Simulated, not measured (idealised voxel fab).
Process module heading - voxel self aligned contacts
The cross-section on display is named cut; it measures 205 nm wide, and its cells are 5 nm squares.
Cross-sections here: square-cell grids, written as top-down lists of bands, a band being one or more rows of cells. Band entry format. Leading values: height of top, height of bottom, nm. Remainder: materials in left-to-right order, each with its width in nm. Special words: "throughout" on a single material, which then fills the band edge to edge; "air", empty space. Note: height 0 marks the level under which the wafer is uniformly one material as received. Lowest band unbounded below, written "0..down". The notation "30 to 40" denotes a width that varies across the rows of cells in the band, beginning at the first number in the top row, finishing at the second number in the bottom row, and changing by an identical amount from each row to the next. No cell of the cross-section changed in a step that is given as "nothing different". Each empty space that has no open way to the top and spans at least 8 cells appears under "Sealed cavities" as width x height at distance, the distance counted from the left edge, all in nm. Note: text after step settings on the step line = simulator remark on that step. overlay nm: for a step with a mask, the amount by which the mask lay right of where it was planned; a negative amount means left of it.

Listed below are the process steps as planned
1 RECEIVE,material Si
2 CONFORMAL_DEP,material SiO2,thk nm 5
3 DIRECTIONAL_DEP,material polySi,thk nm 25
4 DIRECTIONAL_DEP,material SiN,thk nm 20
5 PATTERN,tone cover,mask id GATE,material resist,width nm 35,pitch nm 70,thk nm 15,overlay nm 0
6 DIRECTIONAL_ETCH,etch materials SiN,depth nm 20
7 DIRECTIONAL_ETCH,etch materials polySi,depth nm 25
8 STRIP,etch materials resist
9 CONFORMAL_DEP,material SiN,thk nm 5
10 DIRECTIONAL_ETCH,etch materials SiN,depth nm 5
11 FILL_DEP,material SiO2,thk nm 10
12 CMP,height nm 55
13 DIRECTIONAL_DEP,material aC,thk nm 10
14 PATTERN,tone open,mask id CONTACT,material resist,width nm 55,pitch nm 70,thk nm 25,overlay nm -15
15 DIRECTIONAL_ETCH,etch materials aC,depth nm 10
16 STRIP,etch materials resist
17 DIRECTIONAL_ETCH,etch materials SiO2,depth nm 55
18 STRIP,etch materials aC
19 CONFORMAL_DEP,material TiN,thk nm 5
20 FILL_DEP,material Ru,thk nm 5
21 CMP,height nm 55
22 CONFORMAL_DEP,material SiN,thk nm 5
Every wafer here starts from the same state; it is the step 14 overlay nm that distinguishes them, and the value the plan gives belongs to the first wafer.

Cross-section of the first incoming wafer of several, state after step 1
- 0..down: Si throughout
- Sealed cavities: none

Module finished, last step 22 done: cross-section of the first of several wafers
- 60..55: SiN throughout
- 55..50: SiO2 25 nm | TiN 35 nm | Ru 15 nm | TiN 5 nm | SiO2 15 nm | TiN 35 nm | Ru 15 nm | TiN 5 nm | SiO2 55 nm
- 50..30: SiO2 10 nm | SiN 45 nm | TiN 5 nm | Ru 15 nm | TiN 5 nm | SiN 45 nm | TiN 5 nm | Ru 15 nm | TiN 5 nm | SiN 45 nm | SiO2 10 nm
- 30..5: SiO2 10 nm | SiN 5 nm | polySi 35 nm | SiN 5 nm | TiN 5 nm | Ru 15 nm | TiN 5 nm | SiN 5 nm | polySi 35 nm | SiN 5 nm | TiN 5 nm | Ru 15 nm | TiN 5 nm | SiN 5 nm | polySi 35 nm | SiN 5 nm | SiO2 10 nm
- 5..0: SiO2 55 nm | TiN 25 nm | SiO2 45 nm | TiN 25 nm | SiO2 55 nm
- 0..down: Si throughout
- Sealed cavities: none

Last wafer at the end
- 60..55: SiN throughout
- 55..50: SiO2 55 nm | TiN 5 nm | Ru 15 nm | TiN 35 nm | SiO2 15 nm | TiN 5 nm | Ru 15 nm | TiN 35 nm | SiO2 25 nm
- 50..30: SiO2 10 nm | SiN 45 nm | TiN 5 nm | Ru 15 nm | TiN 5 nm | SiN 45 nm | TiN 5 nm | Ru 15 nm | TiN 5 nm | SiN 45 nm | SiO2 10 nm
- 30..5: SiO2 10 nm | SiN 5 nm | polySi 35 nm | SiN 5 nm | TiN 5 nm | Ru 15 nm | TiN 5 nm | SiN 5 nm | polySi 35 nm | SiN 5 nm | TiN 5 nm | Ru 15 nm | TiN 5 nm | SiN 5 nm | polySi 35 nm | SiN 5 nm | SiO2 10 nm
- 5..0: SiO2 55 nm | TiN 25 nm | SiO2 45 nm | TiN 25 nm | SiO2 55 nm
- 0..down: Si throughout
- Sealed cavities: none

Take any row and you have a wafer at the end of the module: how many cells of each material it has gained (+) or lost (-) since it was received, and then its closed voids
overlay nm -15 | +60 Ru | +179 SiN | +86 SiO2 | +62 TiN | +105 polySi | Sealed cavities: none
overlay nm -10 | +60 Ru | +179 SiN | +86 SiO2 | +62 TiN | +105 polySi | Sealed cavities: none
overlay nm -5 | +60 Ru | +179 SiN | +86 SiO2 | +62 TiN | +105 polySi | Sealed cavities: none
overlay nm 0 | +60 Ru | +179 SiN | +86 SiO2 | +62 TiN | +105 polySi | Sealed cavities: none
overlay nm 5 | +60 Ru | +179 SiN | +86 SiO2 | +62 TiN | +105 polySi | Sealed cavities: none
overlay nm 10 | +60 Ru | +179 SiN | +86 SiO2 | +62 TiN | +105 polySi | Sealed cavities: none
overlay nm 15 | +60 Ru | +179 SiN | +86 SiO2 | +62 TiN | +105 polySi | Sealed cavities: none
